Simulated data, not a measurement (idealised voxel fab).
Title: Process Module voxel trench capacitor
Pictured: cross-section cut, 185 nm wide, on a grid of 5 nm square cells.
The cross-sections in this document take the form of a grid made of square cells. They are written out as bands, in order from top to bottom. Each band consists of one or more rows of cells. Read a band's entry like this: the first values are the height of its top and the height of its bottom in nm, and what follows is the sequence of materials from left to right, each with its width in nm. Note that "air" is empty space, and that a single material marked "full width" reaches across the band from edge to edge. It should be noted that heights are counted from 0, beneath which the wafer as supplied is of one material throughout, and that the lowest band possesses no lower boundary but continues downward, as written in "from 0 down". So if you see something like "30 to 40" for the width, read it as the top row of the band sitting at the first number and the bottom row at the second, with every row in between moving by the same amount as the last. "everything unchanged" means the step left every cell of the cross-section as it was. So "Voids lacking openings" is basically the list of trapped voids: any empty space of 8 cells or more that can't reach the top through an opening. They're written width x height at distance, the distance being from the left edge, and it's all nm. On each step's line, the part that comes after the settings is the simulator's own comment on the step. "overlay nm", when on a step's line for a step with a mask, measures how far to the right of its planned place the mask lay; a negative measure means to the left.
## Steps in the process plan
step 1: RECEIVE,material Si
step 2: CONFORMAL_DEP,material SiN,thk nm 5
step 3: PATTERN,tone open,mask id TRENCH,material resist,width nm 30,pitch nm 50,thk nm 20,overlay nm 0
step 4: DIRECTIONAL_ETCH,etch materials SiN,depth nm 5
step 5: DIRECTIONAL_ETCH,etch materials Si,depth nm 25
step 6: STRIP,etch materials resist
step 7: CONFORMAL_DEP,material Al2O3,thk nm 5
step 8: CONFORMAL_DEP,material TiN,thk nm 5
step 9: FILL_DEP,material W,thk nm 10
step 10: CMP,height nm 5
## Cross-section of the wafer as it came to us, i.e., already through step 1
    from 0 down | Si full width
    Voids lacking openings: none
## What the wafer looks like in cross-section after this module, when it starts as shown above and follows the plan above but one mistake is made in running it
    from 5 to 0 | 25 nm SiN, then 5 nm TiN, then 5 nm Al2O3, then 10 nm W, then 5 nm Al2O3, then 5 nm TiN, then 20 nm SiN, then 5 nm TiN, then 5 nm Al2O3, then 10 nm W, then 5 nm Al2O3, then 5 nm TiN, then 20 nm SiN, then 5 nm TiN, then 5 nm Al2O3, then 10 nm W, then 5 nm Al2O3, then 5 nm TiN, then 30 nm SiN
    from 0 to -15 | 25 nm Si, then 5 nm TiN, then 5 nm Al2O3, then 10 nm W, then 5 nm Al2O3, then 5 nm TiN, then 20 nm Si, then 5 nm TiN, then 5 nm Al2O3, then 10 nm W, then 5 nm Al2O3, then 5 nm TiN, then 20 nm Si, then 5 nm TiN, then 5 nm Al2O3, then 10 nm W, then 5 nm Al2O3, then 5 nm TiN, then 30 nm Si
    from -15 to -20 | 25 nm Si, then 5 nm TiN, then 20 nm Al2O3, then 5 nm TiN, then 20 nm Si, then 5 nm TiN, then 20 nm Al2O3, then 5 nm TiN, then 20 nm Si, then 5 nm TiN, then 20 nm Al2O3, then 5 nm TiN, then 30 nm Si
    from -20 to -25 | 25 nm Si, then 30 nm TiN, then 20 nm Si, then 30 nm TiN, then 20 nm Si, then 30 nm TiN, then 30 nm Si
    from -25 down | Si full width
    Voids lacking openings: none
Run error: order of steps 7 and 8 inverted relative to the plan
